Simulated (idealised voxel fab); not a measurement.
process module | voxel double patterning
cross-section cut | 170 nm wide | cells 5 nm
A cross-section is a grid of square cells, given in bands from the top down. A band is one or more rows of cells.
Each band's line starts with the height of the band's top and of its bottom, in nm. Then come its materials from left to right, each with its width in nm. One material with "throughout" fills the band from edge to edge. "air" is empty space.
Height 0 is the level under which the wafer as received is all one material. The lowest band goes on downwards, as in "0 down".
A width such as "30 to 40" changes by the same amount from each row of cells to the next, from the band's top row to its bottom row.
"no change" after a step means that no cell of the cross-section changed.
closed voids: empty space of 8 cells or more with no open way to the top, each as width x height at its distance from the left edge, in nm
after a step's settings: what the simulator itself notes on the step
overlay nm, on a step with a mask: how far to the right of its planned place the mask lay; to the left if negative
plan
1 op RECEIVE | material Si
2 op CONFORMAL_DEP | material SiN | thk nm 10
3 op DIRECTIONAL_DEP | material SiO2 | thk nm 10
4 op DIRECTIONAL_DEP | material SiCN | thk nm 5
5 op MASKED_ETCH | tone open | mask id FIRST | width nm 15 | pitch nm 50 | etch materials SiCN | depth nm 5 | overlay nm 0
6 op PATTERN | tone open | mask id SECOND | material resist | width nm 15 | thk nm 20 | overlay nm 0
7 op DIRECTIONAL_ETCH | etch materials SiCN | depth nm 5
8 op STRIP | etch materials resist
9 op DIRECTIONAL_ETCH | etch materials SiO2 | depth nm 10
10 op STRIP | etch materials SiCN
first wafer, as planned
as received, after step 1
  0 down: Si throughout
  closed voids: none
after step 2
  10 to 0: SiN throughout
  below 0: unchanged
after step 3
  20 to 10: SiO2 throughout
  below 10: unchanged
after step 4
  25 to 20: SiCN throughout
  below 20: unchanged
after step 5
  25 to 20: SiCN 50 | air 15 | SiCN 35 | air 15 | SiCN 55
  below 20: unchanged
after step 6
  45 to 25: resist 75 | air 15 | resist 80
  25 to 20: SiCN 50 | resist 15 | SiCN 35 | resist 15 | SiCN 55
  below 20: unchanged
after step 7
  45 to 25: resist 75 | air 15 | resist 80
  25 to 20: SiCN 50 | resist 15 | SiCN 10 | air 15 | SiCN 10 | resist 15 | SiCN 55
  below 20: unchanged
after step 8
  25 to 20: SiCN 50 | air 15 | SiCN 10 | air 15 | SiCN 10 | air 15 | SiCN 55
  below 20: unchanged
after step 9
  25 to 20: SiCN 50 | air 15 | SiCN 10 | air 15 | SiCN 10 | air 15 | SiCN 55
  20 to 10: SiO2 50 | air 15 | SiO2 10 | air 15 | SiO2 10 | air 15 | SiO2 55
  below 10: unchanged
after step 10
  20 to 10: SiO2 50 | air 15 | SiO2 10 | air 15 | SiO2 10 | air 15 | SiO2 55
  below 10: unchanged
second wafer: like start, like plan, one mistake. Through step 5 it matches the first wafer
when step 6 should have ended
  45 to 25: resist 70 | air 25 | resist 75
  25 to 20: SiCN 50 | resist 15 | SiCN 35 | resist 15 | SiCN 55
  below 20: unchanged
when step 7 should have ended
  45 to 25: resist 70 | air 25 | resist 75
  25 to 20: SiCN 50 | resist 15 | SiCN 5 | air 25 | SiCN 5 | resist 15 | SiCN 55
  below 20: unchanged
when step 8 should have ended
  25 to 20: SiCN 50 | air 15 | SiCN 5 | air 25 | SiCN 5 | air 15 | SiCN 55
  below 20: unchanged
when step 9 should have ended
  25 to 20: SiCN 50 | air 15 | SiCN 5 | air 25 | SiCN 5 | air 15 | SiCN 55
  20 to 10: SiO2 50 | air 15 | SiO2 5 | air 25 | SiO2 5 | air 15 | SiO2 55
  below 10: unchanged
when step 10 should have ended
  20 to 10: SiO2 50 | air 15 | SiO2 5 | air 25 | SiO2 5 | air 15 | SiO2 55
  below 10: unchanged
what went wrong: step 6 ran as: op PATTERN | tone open | mask id SECOND | material resist | width nm 25 | thk nm 20 | overlay nm 0
at the end the second wafer has, in cells: 4 fewer of SiO2
